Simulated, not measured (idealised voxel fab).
Name of the process module below: voxel spacer lines
Cross-section cut spans 250 nm and uses square cells 5 nm in size.
Cross-section, as written here: a square-cell grid given band by band from the top down, where a band holds one or more rows of cells. This entry defines a band. It first specifies the height of the band's top and the height of its bottom in nm, and then specifies the band's materials from left to right, stating each material with its width in nm. The word "full width" identifies a single material that fills the band from edge to edge, while the word "empty" identifies empty space. Heights are reckoned from 0. Under this level, the received wafer is all of one material. The bottommost band is open-ended downward, for example "0..down". When a width is written as two numbers, as in "30->40", the first number is the width in the top row of cells of the band and the second is the width in its bottom row, and the width changes by the same amount from each row to the next. The designation "nothing was modified", where it is given for a processing step, indicates that no cell of the cross-section was altered in the course of that step. Empty spaces without an open route to the top, at least 8 cells in extent, make up the entry "Enclosed internal cavities"; each is given as width x height at distance, where the distance is measured from the left edge, and all are in nm. On a step's line, text after the settings is the simulator commenting on that step. When a step includes a mask, the "overlay nm" setting on its line states how far to the right of its planned place that mask lay, and negative values state how far to the left.
The following list gives the planned process steps
1: RECEIVE: material Si
2: CONFORMAL_DEP: material Al2O3, thk nm 5
3: DIRECTIONAL_DEP: material W, thk nm 10
4: DIRECTIONAL_DEP: material polySi, thk nm 20
5: PATTERN: tone cover, mask id MANDREL, material resist, width nm 20, pitch nm 60, thk nm 25, overlay nm 0
6: DIRECTIONAL_ETCH: etch materials polySi, depth nm 20
7: STRIP: etch materials resist
8: CONFORMAL_DEP: material SiO2, thk nm 10
9: DIRECTIONAL_ETCH: etch materials SiO2, depth nm 5
10: STRIP: etch materials polySi
11: DIRECTIONAL_ETCH: etch materials W, depth nm 10
12: STRIP: etch materials SiO2
What sets these wafers apart? The depth nm at step 9. They all start alike, and the plan carries the first wafer's value.
As-received state after step 1, first of several wafers, cross-section
    0..down | Si full width
    Enclosed internal cavities: none
First wafer of several, cross-section, module end, after step 12 (last)
    35..15 | empty=85; polySi=20; empty=40; polySi=20; empty=85
    15..5 | W full width
    5..0 | Al2O3 full width
    0..down | Si full width
    Enclosed internal cavities: none
X-section, last wafer, module end
    15..5 | empty=75; W=10; empty=20; W=10; empty=20; W=10; empty=20; W=10; empty=75
    5..0 | Al2O3 full width
    0..down | Si full width
    Enclosed internal cavities: none
Take any row and you have a wafer at the end of the module: how many cells of each material it has gained (+) or lost (-) since it was received, and then its closed voids
depth nm 5 | +50 Al2O3 | +100 W | +32 polySi | Enclosed internal cavities: none
depth nm 10 | +50 Al2O3 | +16 W | Enclosed internal cavities: none
depth nm 15 | +50 Al2O3 | +16 W | Enclosed internal cavities: none
depth nm 20 | +50 Al2O3 | +16 W | Enclosed internal cavities: none
depth nm 25 | +50 Al2O3 | +16 W | Enclosed internal cavities: none
